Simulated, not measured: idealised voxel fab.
Proc. module: voxel ribs on slabs
In the cross-section labelled cut, the width is 145 nm and each square cell is 5 nm.
In what follows, cross-sections appear as grids of square cells, described through bands that run from the top down, where every band is one or more rows of cells.
The band entry comprises the height of the band's top followed by the height of its bottom, expressed in nm, and subsequently the band's materials from left to right, each stated together with its width in nm. Where a single material is marked with the word "throughout", that material fills the band from edge to edge. The word "empty" represents empty space.
For the purposes of this specification, 0 denotes the height below which the wafer in its as-received condition is composed wholly of one material, and the lowermost band, lacking a lower limit, extends downward without end, as expressed in "z 0 and below".
When a width is written as two numbers, as in "30..40", the first number is the width in the top row of cells of the band and the second is the width in its bottom row, and the width changes by the same amount from each row to the next.
"same as before" -> step changed no cross-section cell.
Closed empty spaces (no open way to the top) of 8 cells or more are what "Enclosed void entries" lists, each as width x height at distance from the left edge, nm for all three.
It should be noted that, on the line of a given step, the content following the step's settings is a remark produced by the simulator itself with respect to that step.
The line of a step may include "overlay nm". On a step with a mask, this value is how far to the right of its planned place the mask lay. A negative value means the mask lay to the left.

The following list gives the planned process steps:
| 1 | RECEIVE,material Si |
| 2 | DIRECTIONAL_DEP,material SiO2,thk nm 25 |
| 3 | DIRECTIONAL_DEP,material polySi,thk nm 15 |
| 4 | DIRECTIONAL_DEP,material aC,thk nm 10 |
| 5 | PATTERN,tone cover,mask id RIB,material resist,width nm 15,thk nm 30,overlay nm 0 |
| 6 | DIRECTIONAL_ETCH,etch materials aC,depth nm 10 |
| 7 | STRIP,etch materials resist |
| 8 | DIRECTIONAL_ETCH,etch materials polySi,depth nm 10 |
| 9 | STRIP,etch materials aC |
| 10 | MASKED_ETCH,tone cover,mask id SLAB,width nm 55,etch materials polySi,depth nm 5,overlay nm 0 |
| 11 | FILL_DEP,material SiO2,thk nm 25 |
| 12 | CMP,height nm 55 |
| 13 | DIRECTIONAL_DEP,material TiN,thk nm 10 |
| 14 | PATTERN,tone cover,mask id HEATER,material resist,width nm 25,thk nm 20,overlay nm 0 |
| 15 | DIRECTIONAL_ETCH,etch materials TiN,depth nm 10 |
| 16 | STRIP,etch materials resist |
| 17 | CONFORMAL_DEP,material SiO2,thk nm 5 |

Delivered wafer in cross-section: state after step 1:
> z 0 and below = Si throughout
> Enclosed void entries: none

One mistake in running the module, otherwise start and plan as above: cross-section at the end:
> z 70 to 65 = empty: 55, SiO2: 35, empty: 55
> z 65 to 60 = empty: 55, SiO2: 5, TiN: 25, SiO2: 5, empty: 55
> z 60 to 55 = SiO2: 60, TiN: 25, SiO2: 60
> z 55 to 40 = SiO2 throughout
> z 40 to 30 = SiO2: 65, polySi: 15, SiO2: 65
> z 30 to 25 = SiO2: 45, polySi: 55, SiO2: 45
> z 25 to 0 = TiN throughout
> z 0 and below = Si throughout
> Enclosed void entries: none
Here's what went sideways: it should be noted that step 2 was executed with settings other than those planned, the operation and settings actually applied being DIRECTIONAL_DEP,material TiN,thk nm 25
